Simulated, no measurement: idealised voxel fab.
The document below concerns the process module designated voxel quadruple lines.
Cross-section cut: width 215 nm, square cells of 5 nm.
A cross-section in this document is a grid of square cells, and it is written down as bands, the top band listed before the ones below it; a band is made up of one or more rows of cells. This entry defines a band. It first specifies the height of the band's top and the height of its bottom in nm, and then specifies the band's materials from left to right, stating each material with its width in nm. The word "throughout" identifies a single material that fills the band from edge to edge, while the word "blank" identifies empty space. Heights are reckoned from 0. Under this level, the received wafer is all of one material. The bottommost band is open-ended downward, for example "z 0 and below". Top row gets the first number, bottom row gets the second, and each row in between changes by the same step: that is how a band width like "30..40" works. What does "identical to before" mean for a step? It means no cell of the cross-section changed in that step. Entry "Closed void entries" = empty spaces >= 8 cells with no open way to the top; each as width x height at distance, distance from left edge, all nm. Note: text after step settings on the step line = simulator remark on that step. overlay nm, on a step with a mask: how far to the right of its planned place the mask lay; to the left if negative.

PROCESS STEPS (PLANNED)
1: op RECEIVE | material Si
2: op CONFORMAL_DEP | material SiO2 | thk nm 10
3: op DIRECTIONAL_DEP | material Ru | thk nm 15
4: op DIRECTIONAL_DEP | material polySi | thk nm 15
5: op DIRECTIONAL_DEP | material aC | thk nm 25
6: op PATTERN | tone cover | mask id MANDREL | material resist | width nm 20 | pitch nm 60 | thk nm 35 | overlay nm 0
7: op DIRECTIONAL_ETCH | etch materials aC | depth nm 25
8: op STRIP | etch materials resist
9: op CONFORMAL_DEP | material SiO2 | thk nm 10
10: op DIRECTIONAL_ETCH | etch materials SiO2 | depth nm 10
11: op STRIP | etch materials aC
12: op DIRECTIONAL_ETCH | etch materials polySi | depth nm 15
13: op STRIP | etch materials SiO2
14: op CONFORMAL_DEP | material SiCN | thk nm 5
15: op DIRECTIONAL_ETCH | etch materials SiCN | depth nm 5
16: op STRIP | etch materials polySi
17: op DIRECTIONAL_ETCH | etch materials Ru | depth nm 15
18: op STRIP | etch materials SiCN
19: op FILL_DEP | material lowk | thk nm 10
20: op CMP | height nm 25

BELOW: THE FIRST OF TWO WAFERS, RUN AS PLANNED

INCOMING WAFER IN CROSS-SECTION (STATE: AFTER STEP 1)
- z 0 and below: Si throughout
- Closed void entries: none

UPON COMPLETION OF STEP 2, THE WAFER APPEARS IN CROSS-SECTION AS SHOWN
- z 10 to 0: SiO2 throughout
- Anything lower than 0 is untouched.

UPON COMPLETION OF STEP 3, THE WAFER APPEARS IN CROSS-SECTION AS SHOWN
- z 25 to 10: Ru throughout
- Anything lower than 10 is untouched.

UPON COMPLETION OF STEP 4, THE WAFER APPEARS IN CROSS-SECTION AS SHOWN
- z 40 to 25: polySi throughout
- Anything lower than 25 is untouched.

UPON COMPLETION OF STEP 5, THE WAFER APPEARS IN CROSS-SECTION AS SHOWN
- z 65 to 40: aC throughout
- Anything lower than 40 is untouched.

UPON COMPLETION OF STEP 6, THE WAFER APPEARS IN CROSS-SECTION AS SHOWN
- z 100 to 65: 65 of blank, then 20 of resist, then 40 of blank, then 20 of resist, then 70 of blank
- Anything lower than 65 is untouched.

UPON COMPLETION OF STEP 7, THE WAFER APPEARS IN CROSS-SECTION AS SHOWN
- z 75 to 65: 65 of blank, then 20 of resist, then 40 of blank, then 20 of resist, then 70 of blank
- z 65 to 40: 65 of blank, then 20 of aC, then 40 of blank, then 20 of aC, then 70 of blank
- Anything lower than 40 is untouched.

UPON COMPLETION OF STEP 8, THE WAFER APPEARS IN CROSS-SECTION AS SHOWN
- z 65 to 40: 65 of blank, then 20 of aC, then 40 of blank, then 20 of aC, then 70 of blank
- Anything lower than 40 is untouched.

UPON COMPLETION OF STEP 9, THE WAFER APPEARS IN CROSS-SECTION AS SHOWN
- z 75 to 65: 55 of blank, then 40 of SiO2, then 20 of blank, then 40 of SiO2, then 60 of blank
- z 65 to 50: 55 of blank, then 10 of SiO2, then 20 of aC, then 10 of SiO2, then 20 of blank, then 10 of SiO2, then 20 of aC, then 10 of SiO2, then 60 of blank
- z 50 to 40: 65 of SiO2, then 20 of aC, then 40 of SiO2, then 20 of aC, then 70 of SiO2
- Anything lower than 40 is untouched.

UPON COMPLETION OF STEP 10, THE WAFER APPEARS IN CROSS-SECTION AS SHOWN
- z 65 to 40: 55 of blank, then 10 of SiO2, then 20 of aC, then 10 of SiO2, then 20 of blank, then 10 of SiO2, then 20 of aC, then 10 of SiO2, then 60 of blank
- Anything lower than 40 is untouched.

UPON COMPLETION OF STEP 11, THE WAFER APPEARS IN CROSS-SECTION AS SHOWN
- z 65 to 40: 55 of blank, then 10 of SiO2, then 20 of blank, then 10 of SiO2, then 20 of blank, then 10 of SiO2, then 20 of blank, then 10 of SiO2, then 60 of blank
- Anything lower than 40 is untouched.

UPON COMPLETION OF STEP 12, THE WAFER APPEARS IN CROSS-SECTION AS SHOWN
- z 65 to 40: 55 of blank, then 10 of SiO2, then 20 of blank, then 10 of SiO2, then 20 of blank, then 10 of SiO2, then 20 of blank, then 10 of SiO2, then 60 of blank
- z 40 to 25: 55 of blank, then 10 of polySi, then 20 of blank, then 10 of polySi, then 20 of blank, then 10 of polySi, then 20 of blank, then 10 of polySi, then 60 of blank
- Anything lower than 25 is untouched.

UPON COMPLETION OF STEP 13, THE WAFER APPEARS IN CROSS-SECTION AS SHOWN
- z 40 to 25: 55 of blank, then 10 of polySi, then 20 of blank, then 10 of polySi, then 20 of blank, then 10 of polySi, then 20 of blank, then 10 of polySi, then 60 of blank
- Anything lower than 25 is untouched.

UPON COMPLETION OF STEP 14, THE WAFER APPEARS IN CROSS-SECTION AS SHOWN
- z 45 to 40: 50 of blank, then 20 of SiCN, then 10 of blank, then 20 of SiCN, then 10 of blank, then 20 of SiCN, then 10 of blank, then 20 of SiCN, then 55 of blank
- z 40 to 30: 50 of blank, then 5 of SiCN, then 10 of polySi, then 5 of SiCN, then 10 of blank, then 5 of SiCN, then 10 of polySi, then 5 of SiCN, then 10 of blank, then 5 of SiCN, then 10 of polySi, then 5 of SiCN, then 10 of blank, then 5 of SiCN, then 10 of polySi, then 5 of SiCN, then 55 of blank
- z 30 to 25: 55 of SiCN, then 10 of polySi, then 20 of SiCN, then 10 of polySi, then 20 of SiCN, then 10 of polySi, then 20 of SiCN, then 10 of polySi, then 60 of SiCN
- Anything lower than 25 is untouched.

UPON COMPLETION OF STEP 15, THE WAFER APPEARS IN CROSS-SECTION AS SHOWN
- z 40 to 25: 50 of blank, then 5 of SiCN, then 10 of polySi, then 5 of SiCN, then 10 of blank, then 5 of SiCN, then 10 of polySi, then 5 of SiCN, then 10 of blank, then 5 of SiCN, then 10 of polySi, then 5 of SiCN, then 10 of blank, then 5 of SiCN, then 10 of polySi, then 5 of SiCN, then 55 of blank
- Anything lower than 25 is untouched.

UPON COMPLETION OF STEP 16, THE WAFER APPEARS IN CROSS-SECTION AS SHOWN
- z 40 to 25: 50 of blank, then 5 of SiCN, then 10 of blank, then 5 of SiCN, then 10 of blank, then 5 of SiCN, then 10 of blank, then 5 of SiCN, then 10 of blank, then 5 of SiCN, then 10 of blank, then 5 of SiCN, then 10 of blank, then 5 of SiCN, then 10 of blank, then 5 of SiCN, then 55 of blank
- Anything lower than 25 is untouched.

UPON COMPLETION OF STEP 17, THE WAFER APPEARS IN CROSS-SECTION AS SHOWN
- z 40 to 25: 50 of blank, then 5 of SiCN, then 10 of blank, then 5 of SiCN, then 10 of blank, then 5 of SiCN, then 10 of blank, then 5 of SiCN, then 10 of blank, then 5 of SiCN, then 10 of blank, then 5 of SiCN, then 10 of blank, then 5 of SiCN, then 10 of blank, then 5 of SiCN, then 55 of blank
- z 25 to 10: 50 of blank, then 5 of Ru, then 10 of blank, then 5 of Ru, then 10 of blank, then 5 of Ru, then 10 of blank, then 5 of Ru, then 10 of blank, then 5 of Ru, then 10 of blank, then 5 of Ru, then 10 of blank, then 5 of Ru, then 10 of blank, then 5 of Ru, then 55 of blank
- Anything lower than 10 is untouched.

UPON COMPLETION OF STEP 18, THE WAFER APPEARS IN CROSS-SECTION AS SHOWN
- z 25 to 10: 50 of blank, then 5 of Ru, then 10 of blank, then 5 of Ru, then 10 of blank, then 5 of Ru, then 10 of blank, then 5 of Ru, then 10 of blank, then 5 of Ru, then 10 of blank, then 5 of Ru, then 10 of blank, then 5 of Ru, then 10 of blank, then 5 of Ru, then 55 of blank
- Anything lower than 10 is untouched.

UPON COMPLETION OF STEP 19, THE WAFER APPEARS IN CROSS-SECTION AS SHOWN
- z 35 to 25: lowk throughout
- z 25 to 10: 50 of lowk, then 5 of Ru, then 10 of lowk, then 5 of Ru, then 10 of lowk, then 5 of Ru, then 10 of lowk, then 5 of Ru, then 10 of lowk, then 5 of Ru, then 10 of lowk, then 5 of Ru, then 10 of lowk, then 5 of Ru, then 10 of lowk, then 5 of Ru, then 55 of lowk
- Anything lower than 10 is untouched.

UPON COMPLETION OF STEP 20, THE WAFER APPEARS IN CROSS-SECTION AS SHOWN
- z 25 to 10: 50 of lowk, then 5 of Ru, then 10 of lowk, then 5 of Ru, then 10 of lowk, then 5 of Ru, then 10 of lowk, then 5 of Ru, then 10 of lowk, then 5 of Ru, then 10 of lowk, then 5 of Ru, then 10 of lowk, then 5 of Ru, then 10 of lowk, then 5 of Ru, then 55 of lowk
- Anything lower than 10 is untouched.

HERE THE SECOND WAFER IS DESCRIBED. ITS START AND ITS PLAN WERE THOSE OF THE FIRST WAFER. ITS RUN CONTAINED ONE MISTAKE. UP TO AND INCLUDING STEP 5, IT DID EXACTLY WHAT THE FIRST WAFER DID

LOOK AT THE SECOND WAFER IN CROSS-SECTION AT THE TIME STEP 6 OUGHT TO HAVE FINISHED
- z 100 to 65: 55 of blank, then 20 of resist, then 40 of blank, then 20 of resist, then 80 of blank
- Anything lower than 65 is untouched.

LOOK AT THE SECOND WAFER IN CROSS-SECTION AT THE TIME STEP 7 OUGHT TO HAVE FINISHED
- z 75 to 65: 55 of blank, then 20 of resist, then 40 of blank, then 20 of resist, then 80 of blank
- z 65 to 40: 55 of blank, then 20 of aC, then 40 of blank, then 20 of aC, then 80 of blank
- Anything lower than 40 is untouched.

LOOK AT THE SECOND WAFER IN CROSS-SECTION AT THE TIME STEP 8 OUGHT TO HAVE FINISHED
- z 65 to 40: 55 of blank, then 20 of aC, then 40 of blank, then 20 of aC, then 80 of blank
- Anything lower than 40 is untouched.

LOOK AT THE SECOND WAFER IN CROSS-SECTION AT THE TIME STEP 9 OUGHT TO HAVE FINISHED
- z 75 to 65: 45 of blank, then 40 of SiO2, then 20 of blank, then 40 of SiO2, then 70 of blank
- z 65 to 50: 45 of blank, then 10 of SiO2, then 20 of aC, then 10 of SiO2, then 20 of blank, then 10 of SiO2, then 20 of aC, then 10 of SiO2, then 70 of blank
- z 50 to 40: 55 of SiO2, then 20 of aC, then 40 of SiO2, then 20 of aC, then 80 of SiO2
- Anything lower than 40 is untouched.

LOOK AT THE SECOND WAFER IN CROSS-SECTION AT THE TIME STEP 10 OUGHT TO HAVE FINISHED
- z 65 to 40: 45 of blank, then 10 of SiO2, then 20 of aC, then 10 of SiO2, then 20 of blank, then 10 of SiO2, then 20 of aC, then 10 of SiO2, then 70 of blank
- Anything lower than 40 is untouched.

LOOK AT THE SECOND WAFER IN CROSS-SECTION AT THE TIME STEP 11 OUGHT TO HAVE FINISHED
- z 65 to 40: 45 of blank, then 10 of SiO2, then 20 of blank, then 10 of SiO2, then 20 of blank, then 10 of SiO2, then 20 of blank, then 10 of SiO2, then 70 of blank
- Anything lower than 40 is untouched.

LOOK AT THE SECOND WAFER IN CROSS-SECTION AT THE TIME STEP 12 OUGHT TO HAVE FINISHED
- z 65 to 40: 45 of blank, then 10 of SiO2, then 20 of blank, then 10 of SiO2, then 20 of blank, then 10 of SiO2, then 20 of blank, then 10 of SiO2, then 70 of blank
- z 40 to 25: 45 of blank, then 10 of polySi, then 20 of blank, then 10 of polySi, then 20 of blank, then 10 of polySi, then 20 of blank, then 10 of polySi, then 70 of blank
- Anything lower than 25 is untouched.

LOOK AT THE SECOND WAFER IN CROSS-SECTION AT THE TIME STEP 13 OUGHT TO HAVE FINISHED
- z 40 to 25: 45 of blank, then 10 of polySi, then 20 of blank, then 10 of polySi, then 20 of blank, then 10 of polySi, then 20 of blank, then 10 of polySi, then 70 of blank
- Anything lower than 25 is untouched.

LOOK AT THE SECOND WAFER IN CROSS-SECTION AT THE TIME STEP 14 OUGHT TO HAVE FINISHED
- z 45 to 40: 40 of blank, then 20 of SiCN, then 10 of blank, then 20 of SiCN, then 10 of blank, then 20 of SiCN, then 10 of blank, then 20 of SiCN, then 65 of blank
- z 40 to 30: 40 of blank, then 5 of SiCN, then 10 of polySi, then 5 of SiCN, then 10 of blank, then 5 of SiCN, then 10 of polySi, then 5 of SiCN, then 10 of blank, then 5 of SiCN, then 10 of polySi, then 5 of SiCN, then 10 of blank, then 5 of SiCN, then 10 of polySi, then 5 of SiCN, then 65 of blank
- z 30 to 25: 45 of SiCN, then 10 of polySi, then 20 of SiCN, then 10 of polySi, then 20 of SiCN, then 10 of polySi, then 20 of SiCN, then 10 of polySi, then 70 of SiCN
- Anything lower than 25 is untouched.

LOOK AT THE SECOND WAFER IN CROSS-SECTION AT THE TIME STEP 15 OUGHT TO HAVE FINISHED
- z 40 to 25: 40 of blank, then 5 of SiCN, then 10 of polySi, then 5 of SiCN, then 10 of blank, then 5 of SiCN, then 10 of polySi, then 5 of SiCN, then 10 of blank, then 5 of SiCN, then 10 of polySi, then 5 of SiCN, then 10 of blank, then 5 of SiCN, then 10 of polySi, then 5 of SiCN, then 65 of blank
- Anything lower than 25 is untouched.

LOOK AT THE SECOND WAFER IN CROSS-SECTION AT THE TIME STEP 16 OUGHT TO HAVE FINISHED
- z 40 to 25: 40 of blank, then 5 of SiCN, then 10 of blank, then 5 of SiCN, then 10 of blank, then 5 of SiCN, then 10 of blank, then 5 of SiCN, then 10 of blank, then 5 of SiCN, then 10 of blank, then 5 of SiCN, then 10 of blank, then 5 of SiCN, then 10 of blank, then 5 of SiCN, then 65 of blank
- Anything lower than 25 is untouched.

LOOK AT THE SECOND WAFER IN CROSS-SECTION AT THE TIME STEP 17 OUGHT TO HAVE FINISHED
- z 40 to 25: 40 of blank, then 5 of SiCN, then 10 of blank, then 5 of SiCN, then 10 of blank, then 5 of SiCN, then 10 of blank, then 5 of SiCN, then 10 of blank, then 5 of SiCN, then 10 of blank, then 5 of SiCN, then 10 of blank, then 5 of SiCN, then 10 of blank, then 5 of SiCN, then 65 of blank
- z 25 to 10: 40 of blank, then 5 of Ru, then 10 of blank, then 5 of Ru, then 10 of blank, then 5 of Ru, then 10 of blank, then 5 of Ru, then 10 of blank, then 5 of Ru, then 10 of blank, then 5 of Ru, then 10 of blank, then 5 of Ru, then 10 of blank, then 5 of Ru, then 65 of blank
- Anything lower than 10 is untouched.

LOOK AT THE SECOND WAFER IN CROSS-SECTION AT THE TIME STEP 18 OUGHT TO HAVE FINISHED
- z 25 to 10: 40 of blank, then 5 of Ru, then 10 of blank, then 5 of Ru, then 10 of blank, then 5 of Ru, then 10 of blank, then 5 of Ru, then 10 of blank, then 5 of Ru, then 10 of blank, then 5 of Ru, then 10 of blank, then 5 of Ru, then 10 of blank, then 5 of Ru, then 65 of blank
- Anything lower than 10 is untouched.

LOOK AT THE SECOND WAFER IN CROSS-SECTION AT THE TIME STEP 19 OUGHT TO HAVE FINISHED
- z 35 to 25: lowk throughout
- z 25 to 10: 40 of lowk, then 5 of Ru, then 10 of lowk, then 5 of Ru, then 10 of lowk, then 5 of Ru, then 10 of lowk, then 5 of Ru, then 10 of lowk, then 5 of Ru, then 10 of lowk, then 5 of Ru, then 10 of lowk, then 5 of Ru, then 10 of lowk, then 5 of Ru, then 65 of lowk
- Anything lower than 10 is untouched.

LOOK AT THE SECOND WAFER IN CROSS-SECTION AT THE TIME STEP 20 OUGHT TO HAVE FINISHED
- z 25 to 10: 40 of lowk, then 5 of Ru, then 10 of lowk, then 5 of Ru, then 10 of lowk, then 5 of Ru, then 10 of lowk, then 5 of Ru, then 10 of lowk, then 5 of Ru, then 10 of lowk, then 5 of Ru, then 10 of lowk, then 5 of Ru, then 10 of lowk, then 5 of Ru, then 65 of lowk
- Anything lower than 10 is untouched.
Heads up, the wafer didn't run the way we planned it: step 6 ran with different settings than intended, the actual operation and settings being op PATTERN | tone cover | mask id MANDREL | material resist | width nm 20 | pitch nm 60 | thk nm 35 | overlay nm -10
When the process is done, the second wafer contains the same cell count of every material as the first wafer, but distributed over other locations.
